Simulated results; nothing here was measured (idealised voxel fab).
Title: Process Module voxel capacitor over wiring
250 nm wide, 5 nm square cells: that's cross-section cut.
Notation: cross-section as square-cell grid; stated in bands, top first, going down; one or more cell rows per band.
It is stipulated that each band's entry specify, in nanometres, the height of the top of the band and then that of its bottom, followed by the materials of the band in left-to-right sequence, each together with its width in nanometres. A single material marked by the word "edge to edge" is understood to fill the band from edge to edge; the word "blank" is understood to denote empty space.
Height datum 0, below which the as-received substrate wafer is one material. Lowest band open at the bottom, running downward: "0 and below".
Width "30->40": first value at the band's top row of cells, second value at its bottom row, equal change from row to row.
Any step labelled "nothing changed" changed none of the cells in the cross-section.
Empty spaces counting at least 8 cells and having no open way to the top are listed in "Unvented internal voids". The notation width x height at distance is used for each, the distance being from the left edge and all three values in nm.
Whatever follows a step's settings on its line is a remark the simulator itself makes about that step.
"overlay nm" on a masked step: distance the mask lay right of its planned place, negative for left.
Process steps foreseen in the plan
1. RECEIVE with material Si
2. CONFORMAL_DEP with material SiO2, thk nm 10
3. CONFORMAL_DEP with material SiN, thk nm 5
4. DIRECTIONAL_DEP with material lowk, thk nm 20
5. PATTERN with tone open, mask id METAL_1, material resist, width nm 20, pitch nm 90, thk nm 15, overlay nm 0
6. DIRECTIONAL_ETCH with etch materials lowk, depth nm 20
7. DIRECTIONAL_ETCH with etch materials SiN, depth nm 5
8. STRIP with etch materials resist
9. CONFORMAL_DEP with material TiN, thk nm 5
10. FILL_DEP with material Ru, thk nm 10
11. CMP with height nm 35
12. EPI with material Ru, thk nm 5
13. FILL_DEP with material SiCN, thk nm 5
14. DIRECTIONAL_DEP with material SiO2, thk nm 15
15. PATTERN with tone open, mask id PLUG_1, material resist, width nm 15, thk nm 15, overlay nm 0
16. DIRECTIONAL_ETCH with etch materials SiO2, depth nm 15
17. DIRECTIONAL_ETCH with etch materials SiCN, depth nm 5
18. STRIP with etch materials resist
19. EPI with material Ru, thk nm 10
20. EPI with material Ru, thk nm 10
21. DIRECTIONAL_DEP with material TiN, thk nm 10
22. DIRECTIONAL_DEP with material SiN, thk nm 5
23. DIRECTIONAL_DEP with material TiN, thk nm 10
24. PATTERN with tone cover, mask id UPPER_PLATE, material resist, width nm 75, thk nm 20, overlay nm 0
25. DIRECTIONAL_ETCH with etch materials TiN, depth nm 10
26. DIRECTIONAL_ETCH with etch materials SiN, depth nm 5
27. STRIP with etch materials resist
28. PATTERN with tone cover, mask id LOWER_PLATE, material resist, width nm 85, thk nm 15, overlay nm 0
29. DIRECTIONAL_ETCH with etch materials TiN, depth nm 10
30. STRIP with etch materials resist
31. FILL_DEP with material SiO2, thk nm 15
32. CMP with height nm 95
33. PATTERN with tone open, mask id PLUG_2, material resist, width nm 15, thk nm 15, overlay nm 0
34. DIRECTIONAL_ETCH with etch materials SiO2, depth nm 10
35. STRIP with etch materials resist
36. CONFORMAL_DEP with material TiN, thk nm 5
37. FILL_DEP with material Ru, thk nm 5
38. CMP with height nm 95
39. CONFORMAL_DEP with material SiN, thk nm 5
First of the two wafers, run per plan
The cross-section here shows the wafer as received, i.e. in its state after step 1
> 0 and below | Si edge to edge
> Unvented internal voids: none
The wafer, seen in cross-section, after step 2
> 10 down to 0 | SiO2 edge to edge
> Anything lower than 0 is untouched.
The wafer, seen in cross-section, after step 3
> 15 down to 10 | SiN edge to edge
> Anything lower than 10 is untouched.
The wafer, seen in cross-section, after step 4
> 35 down to 15 | lowk edge to edge
> Anything lower than 15 is untouched.
The wafer, seen in cross-section, after step 5
> 50 down to 35 | 70 resist / 20 blank / 70 resist / 20 blank / 70 resist
> Anything lower than 35 is untouched.
The wafer, seen in cross-section, after step 6
> 50 down to 35 | 70 resist / 20 blank / 70 resist / 20 blank / 70 resist
> 35 down to 15 | 70 lowk / 20 blank / 70 lowk / 20 blank / 70 lowk
> Anything lower than 15 is untouched.
The wafer, seen in cross-section, after step 7
> 50 down to 35 | 70 resist / 20 blank / 70 resist / 20 blank / 70 resist
> 35 down to 15 | 70 lowk / 20 blank / 70 lowk / 20 blank / 70 lowk
> 15 down to 10 | 70 SiN / 20 blank / 70 SiN / 20 blank / 70 SiN
> Anything lower than 10 is untouched.
The wafer, seen in cross-section, after step 8
> 35 down to 15 | 70 lowk / 20 blank / 70 lowk / 20 blank / 70 lowk
> Anything lower than 15 is untouched.
The wafer, seen in cross-section, after step 9
> 40 down to 35 | 75 TiN / 10 blank / 80 TiN / 10 blank / 75 TiN
> 35 down to 15 | 70 lowk / 5 TiN / 10 blank / 5 TiN / 70 lowk / 5 TiN / 10 blank / 5 TiN / 70 lowk
> 15 down to 10 | 70 SiN / 20 TiN / 70 SiN / 20 TiN / 70 SiN
> Anything lower than 10 is untouched.
The wafer, seen in cross-section, after step 10
> 50 down to 40 | Ru edge to edge
> 40 down to 35 | 75 TiN / 10 Ru / 80 TiN / 10 Ru / 75 TiN
> 35 down to 15 | 70 lowk / 5 TiN / 10 Ru / 5 TiN / 70 lowk / 5 TiN / 10 Ru / 5 TiN / 70 lowk
> Anything lower than 15 is untouched.
The wafer, seen in cross-section, after step 11
> 35 down to 15 | 70 lowk / 5 TiN / 10 Ru / 5 TiN / 70 lowk / 5 TiN / 10 Ru / 5 TiN / 70 lowk
> Anything lower than 15 is untouched.
The wafer, seen in cross-section, after step 12
> 40 down to 35 | 65 blank / 30 Ru / 60 blank / 30 Ru / 65 blank
> Anything lower than 35 is untouched.
The wafer, seen in cross-section, after step 13
> 45 down to 40 | SiCN edge to edge
> 40 down to 35 | 65 SiCN / 30 Ru / 60 SiCN / 30 Ru / 65 SiCN
> Anything lower than 35 is untouched.
The wafer, seen in cross-section, after step 14
> 60 down to 45 | SiO2 edge to edge
> Anything lower than 45 is untouched.
The wafer, seen in cross-section, after step 15
> 75 down to 60 | 75 resist / 15 blank / 160 resist
> Anything lower than 60 is untouched.
The wafer, seen in cross-section, after step 16
> 75 down to 60 | 75 resist / 15 blank / 160 resist
> 60 down to 45 | 75 SiO2 / 15 blank / 160 SiO2
> Anything lower than 45 is untouched.
The wafer, seen in cross-section, after step 17
> 75 down to 60 | 75 resist / 15 blank / 160 resist
> 60 down to 45 | 75 SiO2 / 15 blank / 160 SiO2
> 45 down to 40 | 75 SiCN / 15 blank / 160 SiCN
> Anything lower than 40 is untouched.
The wafer, seen in cross-section, after step 18
> 60 down to 45 | 75 SiO2 / 15 blank / 160 SiO2
> Anything lower than 45 is untouched.
The wafer, seen in cross-section, after step 19
> 60 down to 50 | 75 SiO2 / 15 blank / 160 SiO2
> 50 down to 45 | 75 SiO2 / 15 Ru / 160 SiO2
> 45 down to 40 | 75 SiCN / 15 Ru / 160 SiCN
> Anything lower than 40 is untouched.
The wafer, seen in cross-section, after step 20
> 60 down to 45 | 75 SiO2 / 15 Ru / 160 SiO2
> Anything lower than 45 is untouched.
The wafer, seen in cross-section, after step 21
> 70 down to 60 | TiN edge to edge
> Anything lower than 60 is untouched.
The wafer, seen in cross-section, after step 22
> 75 down to 70 | SiN edge to edge
> Anything lower than 70 is untouched.
The wafer, seen in cross-section, after step 23
> 85 down to 75 | TiN edge to edge
> Anything lower than 75 is untouched.
The wafer, seen in cross-section, after step 24
> 105 down to 85 | 75 blank / 75 resist / 100 blank
> Anything lower than 85 is untouched.
The wafer, seen in cross-section, after step 25
> 105 down to 85 | 75 blank / 75 resist / 100 blank
> 85 down to 75 | 75 blank / 75 TiN / 100 blank
> Anything lower than 75 is untouched.
The wafer, seen in cross-section, after step 26
> 105 down to 85 | 75 blank / 75 resist / 100 blank
> 85 down to 75 | 75 blank / 75 TiN / 100 blank
> 75 down to 70 | 75 blank / 75 SiN / 100 blank
> Anything lower than 70 is untouched.
The wafer, seen in cross-section, after step 27
> 85 down to 75 | 75 blank / 75 TiN / 100 blank
> Anything lower than 75 is untouched.
The wafer, seen in cross-section, after step 28
> 100 down to 85 | 70 blank / 85 resist / 95 blank
> 85 down to 75 | 70 blank / 5 resist / 75 TiN / 5 resist / 95 blank
> 75 down to 70 | 70 blank / 5 resist / 75 SiN / 5 resist / 95 blank
> Anything lower than 70 is untouched.
The wafer, seen in cross-section, after step 29
> 100 down to 85 | 70 blank / 85 resist / 95 blank
> 85 down to 75 | 70 blank / 5 resist / 75 TiN / 5 resist / 95 blank
> 75 down to 70 | 70 blank / 5 resist / 75 SiN / 5 resist / 95 blank
> 70 down to 60 | 70 blank / 85 TiN / 95 blank
> Anything lower than 60 is untouched.
The wafer, seen in cross-section, after step 30
> 85 down to 75 | 75 blank / 75 TiN / 100 blank
> 75 down to 70 | 75 blank / 75 SiN / 100 blank
> Anything lower than 70 is untouched.
The wafer, seen in cross-section, after step 31
> 100 down to 85 | SiO2 edge to edge
> 85 down to 75 | 75 SiO2 / 75 TiN / 100 SiO2
> 75 down to 70 | 75 SiO2 / 75 SiN / 100 SiO2
> 70 down to 60 | 70 SiO2 / 85 TiN / 95 SiO2
> Anything lower than 60 is untouched.
The wafer, seen in cross-section, after step 32
> 95 down to 85 | SiO2 edge to edge
> Anything lower than 85 is untouched.
The wafer, seen in cross-section, after step 33
> 110 down to 95 | 85 resist / 15 blank / 150 resist
> Anything lower than 95 is untouched.
The wafer, seen in cross-section, after step 34
> 110 down to 95 | 85 resist / 15 blank / 150 resist
> 95 down to 85 | 85 SiO2 / 15 blank / 150 SiO2
> Anything lower than 85 is untouched.
The wafer, seen in cross-section, after step 35
> 95 down to 85 | 85 SiO2 / 15 blank / 150 SiO2
> Anything lower than 85 is untouched.
The wafer, seen in cross-section, after step 36
> 100 down to 95 | 90 TiN / 5 blank / 155 TiN
> 95 down to 90 | 85 SiO2 / 5 TiN / 5 blank / 5 TiN / 150 SiO2
> 90 down to 85 | 85 SiO2 / 15 TiN / 150 SiO2
> Anything lower than 85 is untouched.
The wafer, seen in cross-section, after step 37
> 105 down to 100 | Ru edge to edge
> 100 down to 95 | 90 TiN / 5 Ru / 155 TiN
> 95 down to 90 | 85 SiO2 / 5 TiN / 5 Ru / 5 TiN / 150 SiO2
> Anything lower than 90 is untouched.
The wafer, seen in cross-section, after step 38
> 95 down to 90 | 85 SiO2 / 5 TiN / 5 Ru / 5 TiN / 150 SiO2
> Anything lower than 90 is untouched.
The wafer, seen in cross-section, after step 39
> 100 down to 95 | SiN edge to edge
> Anything lower than 95 is untouched.
What follows concerns the second wafer, which started out like the first and was meant to follow the very same plan; one mistake crept in when it was run, but everything up to and including step 2 is the same as for the first wafer
Second wafer shown in cross-section at the time step 3 was slated to end
> 30 down to 10 | lowk edge to edge
> Anything lower than 10 is untouched.
Second wafer shown in cross-section at the time step 4 was slated to end
> 35 down to 30 | SiN edge to edge
> Anything lower than 30 is untouched.
Second wafer shown in cross-section at the time step 5 was slated to end
> 50 down to 35 | 70 resist / 20 blank / 70 resist / 20 blank / 70 resist
> Anything lower than 35 is untouched.
Second wafer shown in cross-section at the time step 6 was slated to end: nothing changed
Second wafer shown in cross-section at the time step 7 was slated to end
> 50 down to 35 | 70 resist / 20 blank / 70 resist / 20 blank / 70 resist
> 35 down to 30 | 70 SiN / 20 blank / 70 SiN / 20 blank / 70 SiN
> Anything lower than 30 is untouched.
Second wafer shown in cross-section at the time step 8 was slated to end
> 35 down to 30 | 70 SiN / 20 blank / 70 SiN / 20 blank / 70 SiN
> Anything lower than 30 is untouched.
Second wafer shown in cross-section at the time step 9 was slated to end
> 40 down to 35 | 75 TiN / 10 blank / 80 TiN / 10 blank / 75 TiN
> 35 down to 30 | 70 SiN / 20 TiN / 70 SiN / 20 TiN / 70 SiN
> Anything lower than 30 is untouched.
Second wafer shown in cross-section at the time step 10 was slated to end
> 50 down to 40 | Ru edge to edge
> 40 down to 35 | 75 TiN / 10 Ru / 80 TiN / 10 Ru / 75 TiN
> Anything lower than 35 is untouched.
Second wafer shown in cross-section at the time step 11 was slated to end
> 35 down to 30 | 70 SiN / 20 TiN / 70 SiN / 20 TiN / 70 SiN
> Anything lower than 30 is untouched.
Second wafer shown in cross-section at the time step 12 was slated to end
> 40 down to 35 | 65 blank / 30 Ru / 60 blank / 30 Ru / 65 blank
> Anything lower than 35 is untouched.
Second wafer shown in cross-section at the time step 13 was slated to end
> 45 down to 40 | SiCN edge to edge
> 40 down to 35 | 65 SiCN / 30 Ru / 60 SiCN / 30 Ru / 65 SiCN
> Anything lower than 35 is untouched.
Second wafer shown in cross-section at the time step 14 was slated to end
> 60 down to 45 | SiO2 edge to edge
> Anything lower than 45 is untouched.
Second wafer shown in cross-section at the time step 15 was slated to end
> 75 down to 60 | 75 resist / 15 blank / 160 resist
> Anything lower than 60 is untouched.
Second wafer shown in cross-section at the time step 16 was slated to end
> 75 down to 60 | 75 resist / 15 blank / 160 resist
> 60 down to 45 | 75 SiO2 / 15 blank / 160 SiO2
> Anything lower than 45 is untouched.
Second wafer shown in cross-section at the time step 17 was slated to end
> 75 down to 60 | 75 resist / 15 blank / 160 resist
> 60 down to 45 | 75 SiO2 / 15 blank / 160 SiO2
> 45 down to 40 | 75 SiCN / 15 blank / 160 SiCN
> Anything lower than 40 is untouched.
Second wafer shown in cross-section at the time step 18 was slated to end
> 60 down to 45 | 75 SiO2 / 15 blank / 160 SiO2
> Anything lower than 45 is untouched.
Second wafer shown in cross-section at the time step 19 was slated to end
> 60 down to 50 | 75 SiO2 / 15 blank / 160 SiO2
> 50 down to 45 | 75 SiO2 / 15 Ru / 160 SiO2
> 45 down to 40 | 75 SiCN / 15 Ru / 160 SiCN
> Anything lower than 40 is untouched.
Second wafer shown in cross-section at the time step 20 was slated to end
> 60 down to 45 | 75 SiO2 / 15 Ru / 160 SiO2
> Anything lower than 45 is untouched.
Second wafer shown in cross-section at the time step 21 was slated to end
> 70 down to 60 | TiN edge to edge
> Anything lower than 60 is untouched.
Second wafer shown in cross-section at the time step 22 was slated to end
> 75 down to 70 | SiN edge to edge
> Anything lower than 70 is untouched.
Second wafer shown in cross-section at the time step 23 was slated to end
> 85 down to 75 | TiN edge to edge
> Anything lower than 75 is untouched.
Second wafer shown in cross-section at the time step 24 was slated to end
> 105 down to 85 | 75 blank / 75 resist / 100 blank
> Anything lower than 85 is untouched.
Second wafer shown in cross-section at the time step 25 was slated to end
> 105 down to 85 | 75 blank / 75 resist / 100 blank
> 85 down to 75 | 75 blank / 75 TiN / 100 blank
> Anything lower than 75 is untouched.
Second wafer shown in cross-section at the time step 26 was slated to end
> 105 down to 85 | 75 blank / 75 resist / 100 blank
> 85 down to 75 | 75 blank / 75 TiN / 100 blank
> 75 down to 70 | 75 blank / 75 SiN / 100 blank
> Anything lower than 70 is untouched.
Second wafer shown in cross-section at the time step 27 was slated to end
> 85 down to 75 | 75 blank / 75 TiN / 100 blank
> Anything lower than 75 is untouched.
Second wafer shown in cross-section at the time step 28 was slated to end
> 100 down to 85 | 70 blank / 85 resist / 95 blank
> 85 down to 75 | 70 blank / 5 resist / 75 TiN / 5 resist / 95 blank
> 75 down to 70 | 70 blank / 5 resist / 75 SiN / 5 resist / 95 blank
> Anything lower than 70 is untouched.
Second wafer shown in cross-section at the time step 29 was slated to end
> 100 down to 85 | 70 blank / 85 resist / 95 blank
> 85 down to 75 | 70 blank / 5 resist / 75 TiN / 5 resist / 95 blank
> 75 down to 70 | 70 blank / 5 resist / 75 SiN / 5 resist / 95 blank
> 70 down to 60 | 70 blank / 85 TiN / 95 blank
> Anything lower than 60 is untouched.
Second wafer shown in cross-section at the time step 30 was slated to end
> 85 down to 75 | 75 blank / 75 TiN / 100 blank
> 75 down to 70 | 75 blank / 75 SiN / 100 blank
> Anything lower than 70 is untouched.
Second wafer shown in cross-section at the time step 31 was slated to end
> 100 down to 85 | SiO2 edge to edge
> 85 down to 75 | 75 SiO2 / 75 TiN / 100 SiO2
> 75 down to 70 | 75 SiO2 / 75 SiN / 100 SiO2
> 70 down to 60 | 70 SiO2 / 85 TiN / 95 SiO2
> Anything lower than 60 is untouched.
Second wafer shown in cross-section at the time step 32 was slated to end
> 95 down to 85 | SiO2 edge to edge
> Anything lower than 85 is untouched.
Second wafer shown in cross-section at the time step 33 was slated to end
> 110 down to 95 | 85 resist / 15 blank / 150 resist
> Anything lower than 95 is untouched.
Second wafer shown in cross-section at the time step 34 was slated to end
> 110 down to 95 | 85 resist / 15 blank / 150 resist
> 95 down to 85 | 85 SiO2 / 15 blank / 150 SiO2
> Anything lower than 85 is untouched.
Second wafer shown in cross-section at the time step 35 was slated to end
> 95 down to 85 | 85 SiO2 / 15 blank / 150 SiO2
> Anything lower than 85 is untouched.
Second wafer shown in cross-section at the time step 36 was slated to end
> 100 down to 95 | 90 TiN / 5 blank / 155 TiN
> 95 down to 90 | 85 SiO2 / 5 TiN / 5 blank / 5 TiN / 150 SiO2
> 90 down to 85 | 85 SiO2 / 15 TiN / 150 SiO2
> Anything lower than 85 is untouched.
Second wafer shown in cross-section at the time step 37 was slated to end
> 105 down to 100 | Ru edge to edge
> 100 down to 95 | 90 TiN / 5 Ru / 155 TiN
> 95 down to 90 | 85 SiO2 / 5 TiN / 5 Ru / 5 TiN / 150 SiO2
> Anything lower than 90 is untouched.
Second wafer shown in cross-section at the time step 38 was slated to end
> 95 down to 90 | 85 SiO2 / 5 TiN / 5 Ru / 5 TiN / 150 SiO2
> Anything lower than 90 is untouched.
Second wafer shown in cross-section at the time step 39 was slated to end
> 100 down to 95 | SiN edge to edge
> Anything lower than 95 is untouched.
Plan not followed: a sequencing error occurred in which plan steps 3 and 4 were transposed
End check, counted in cells, second wafer has more or fewer of these materials than the first: Ru -16; TiN -16; lowk +32
